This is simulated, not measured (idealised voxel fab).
The following process module bears the name voxel capacitor over wiring.
The cross-section on display is named cut; it measures 200 nm wide, and its cells are 5 nm squares.
The cross-sections in this document take the form of a grid made of square cells. They are written out as bands, in order from top to bottom. Each band consists of one or more rows of cells.
Read a band's entry like this: the first values are the height of its top and the height of its bottom in nm, and what follows is the sequence of materials from left to right, each with its width in nm. Note that "empty" is empty space, and that a single material marked "throughout" reaches across the band from edge to edge.
Height reference: 0 = level under which incoming wafer is all one material. Lowest band: no bottom, runs on downward, e.g. "0..down".
So if you see something like "30->40" for the width, read it as the top row of the band sitting at the first number and the bottom row at the second, with every row in between moving by the same amount as the last.
The cross-section has no changed cell in any step marked "nothing changed".
Entry "Voids, enclosed". Content: empty spaces with no open connection to the top, size 8 cells or greater. Each: width x height at distance. Distance: from left edge. Unit: nm.
Anything after a step's settings on that line? It's the simulator's own note about the step.
"overlay nm", when on a step's line for a step with a mask, measures how far to the right of its planned place the mask lay; a negative measure means to the left.

### The steps planned for the process are as follows
| 1 | RECEIVE with material Si |
| 2 | CONFORMAL_DEP with material SiO2, thk nm 15 |
| 3 | DIRECTIONAL_DEP with material TiN, thk nm 5 |
| 4 | DIRECTIONAL_DEP with material W, thk nm 25 |
| 5 | DIRECTIONAL_DEP with material aC, thk nm 15 |
| 6 | PATTERN with tone cover, mask id METAL_1, material resist, width nm 25, pitch nm 95, thk nm 30, overlay nm 0 |
| 7 | DIRECTIONAL_ETCH with etch materials aC, depth nm 15 |
| 8 | STRIP with etch materials resist |
| 9 | DIRECTIONAL_ETCH with etch materials W, depth nm 25 |
| 10 | DIRECTIONAL_ETCH with etch materials TiN, depth nm 5 |
| 11 | STRIP with etch materials aC |
| 12 | FILL_DEP with material SiO2, thk nm 10 |
| 13 | CMP with height nm 45 |
| 14 | CONFORMAL_DEP with material SiCN, thk nm 5 |
| 15 | DIRECTIONAL_DEP with material lowk, thk nm 20 |
| 16 | DIRECTIONAL_DEP with material aC, thk nm 15 |
| 17 | PATTERN with tone open, mask id PLUG_1, material resist, width nm 15, thk nm 30, overlay nm 0 |
| 18 | DIRECTIONAL_ETCH with etch materials aC, depth nm 15 |
| 19 | STRIP with etch materials resist |
| 20 | DIRECTIONAL_ETCH with etch materials lowk, depth nm 20 |
| 21 | DIRECTIONAL_ETCH with etch materials SiCN, depth nm 5 |
| 22 | STRIP with etch materials aC |
| 23 | CONFORMAL_DEP with material TiN, thk nm 5 |
| 24 | FILL_DEP with material Cu, thk nm 5 |
| 25 | CMP with height nm 70 |
| 26 | DIRECTIONAL_DEP with material TiN, thk nm 10 |
| 27 | DIRECTIONAL_DEP with material HfO2, thk nm 5 |
| 28 | DIRECTIONAL_DEP with material TiN, thk nm 5 |
| 29 | MASKED_ETCH with tone cover, mask id UPPER_PLATE, width nm 75, etch materials TiN, depth nm 5, overlay nm 0 |
| 30 | MASKED_ETCH with tone cover, mask id UPPER_PLATE, width nm 75, etch materials HfO2, depth nm 5, overlay nm 0 |
| 31 | MASKED_ETCH with tone cover, mask id LOWER_PLATE, width nm 85, etch materials TiN, depth nm 10, overlay nm 0 |
| 32 | FILL_DEP with material SiO2, thk nm 15 |
| 33 | CMP with height nm 100 |
| 34 | PATTERN with tone open, mask id PLUG_2, material resist, width nm 15, thk nm 20, overlay nm 0 |
| 35 | DIRECTIONAL_ETCH with etch materials SiO2, depth nm 10 |
| 36 | STRIP with etch materials resist |
| 37 | CONFORMAL_DEP with material TiN, thk nm 5 |
| 38 | FILL_DEP with material W, thk nm 5 |
| 39 | CMP with height nm 100 |
| 40 | CONFORMAL_DEP with material SiN, thk nm 5 |

### So this is the incoming wafer in cross-section - it's already been through step 1
> 0..down: Si throughout
> Voids, enclosed: none

### Wafer cross-section at module end: first of two, run to plan
> 105..100: SiN throughout
> 100..95: SiO2=60 / TiN=5 / W=5 / TiN=5 / SiO2=125
> 95..85: SiO2=60->50 / TiN=15->75 / SiO2=125->75
> 85..80: SiO2=50 / HfO2=75 / SiO2=75
> 80..70: SiO2=45 / TiN=85 / SiO2=70
> 70..50: lowk=50 / TiN=5 / Cu=5 / TiN=5 / lowk=135
> 50..45: SiCN=50 / TiN=15 / SiCN=135
> 45..20: SiO2=40 / W=25 / SiO2=70 / W=25 / SiO2=40
> 20..15: SiO2=40 / TiN=25 / SiO2=70 / TiN=25 / SiO2=40
> 15..0: SiO2 throughout
> 0..down: Si throughout
> Voids, enclosed: none

### Cross-section, second wafer: same start as the first, same plan as the first, one mistake in running it; taken at the end of the module
> 105..100: SiN throughout
> 100..95: SiO2=60 / TiN=5 / W=5 / TiN=5 / SiO2=125
> 95..85: SiO2=60->50 / TiN=15->75 / SiO2=125->75
> 85..80: SiCN throughout
> 80..70: TiN throughout
> 70..50: lowk=50 / TiN=5 / Cu=5 / TiN=5 / lowk=135
> 50..45: SiCN=50 / TiN=15 / SiCN=135
> 45..20: SiO2=40 / W=25 / SiO2=70 / W=25 / SiO2=40
> 20..15: SiO2=40 / TiN=25 / SiO2=70 / TiN=25 / SiO2=40
> 15..0: SiO2 throughout
> 0..down: Si throughout
> Voids, enclosed: none
What broke from the plan during processing? step 27 changed vs plan, executed as DIRECTIONAL_DEP with material SiCN, thk nm 5
Final wafer comparison in cells, second versus first, more or fewer per material: 15 fewer of HfO2, 40 more of SiCN, 71 fewer of SiO2, 46 more of TiN
